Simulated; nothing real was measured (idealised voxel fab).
A process module follows: voxel self aligned vias.
We display cut, a cross-section 170 nm in width whose square cells are each 5 nm.
If you're reading a cross-section in this doc, picture square cells in a grid; it comes to you as bands, top ones listed first down to the bottom, and a band can be one or more rows of cells.
Read a band's entry like this: the first values are the height of its top and the height of its bottom in nm, and what follows is the sequence of materials from left to right, each with its width in nm. Note that "blank" is empty space, and that a single material marked "edge to edge" reaches across the band from edge to edge.
Height is counted from the level 0, under which the received wafer is composed throughout of one material. The lowest of the bands is not closed at the bottom but continues downward, in the notation "z 0 and below".
Note: "30 to 40" means the width goes from the first number (top row of the band) to the second number (bottom row) in equal steps per row of cells.
No cell of the cross-section changed in a step that is given as "left unchanged".
Voids, fully enclosed: empty space of 8 cells or more with no open way to the top, each as width x height at its distance from the left edge, in nm
Where a step's line continues beyond its settings, the continuation is a remark by the simulator itself on that step.
A step line may carry the setting "overlay nm", which, for steps involving a mask, states the distance by which the mask lay to the right of its intended position; negative values denote displacement to the left.
The planned process steps are enumerated hereunder:
1) RECEIVE (material Si)
2) CONFORMAL_DEP (material SiO2; thk nm 15)
3) CONFORMAL_DEP (material SiCN; thk nm 5)
4) DIRECTIONAL_DEP (material lowk; thk nm 30)
5) MASKED_ETCH (tone open; mask id LINES; width nm 20; pitch nm 50; etch materials lowk; depth nm 30; overlay nm 0)
6) CONFORMAL_DEP (material TiN; thk nm 5)
7) FILL_DEP (material Ru; thk nm 10)
8) CMP (height nm 50)
9) SELECTIVE_ETCH (etch materials W Ru TiN; depth nm 5)
10) FILL_DEP (material SiN; thk nm 10)
11) CMP (height nm 50)
12) DIRECTIONAL_DEP (material lowk; thk nm 15)
13) MASKED_ETCH (tone open; mask id VIAS; width nm 30; pitch nm 50; etch materials lowk; depth nm 15; overlay nm 0)
14) MASKED_ETCH (tone open; mask id VIAS; width nm 30; pitch nm 50; etch materials SiN; depth nm 5; overlay nm 0)
15) CONFORMAL_DEP (material TiN; thk nm 5)
16) FILL_DEP (material Cu; thk nm 5)
17) CMP (height nm 65)
18) CONFORMAL_DEP (material SiN; thk nm 5)
Wafer as received: cross-section following step 1:
  z 0 and below | Si edge to edge
  Voids, fully enclosed: none
Result of the module, cross-sectioned: start per above, plan per above, one error in how it was run:
  z 70 to 65 | SiN edge to edge
  z 65 to 55 | 45 nm lowk, then 5 nm TiN, then 20 nm W, then 5 nm TiN, then 20 nm lowk, then 5 nm TiN, then 20 nm W, then 5 nm TiN, then 45 nm lowk
  z 55 to 50 | 45 nm lowk, then 10 nm TiN, then 10 nm W, then 10 nm TiN, then 20 nm lowk, then 10 nm TiN, then 10 nm W, then 10 nm TiN, then 45 nm lowk
  z 50 to 45 | 50 nm lowk, then 20 nm TiN, then 30 nm lowk, then 20 nm TiN, then 50 nm lowk
  z 45 to 25 | 50 nm lowk, then 5 nm TiN, then 10 nm Ru, then 5 nm TiN, then 30 nm lowk, then 5 nm TiN, then 10 nm Ru, then 5 nm TiN, then 50 nm lowk
  z 25 to 20 | 50 nm lowk, then 20 nm TiN, then 30 nm lowk, then 20 nm TiN, then 50 nm lowk
  z 20 to 15 | SiCN edge to edge
  z 15 to 0 | SiO2 edge to edge
  z 0 and below | Si edge to edge
  Voids, fully enclosed: none
Short version of what went wrong: off-plan run, step 16, actual operation and settings FILL_DEP (material W; thk nm 5)
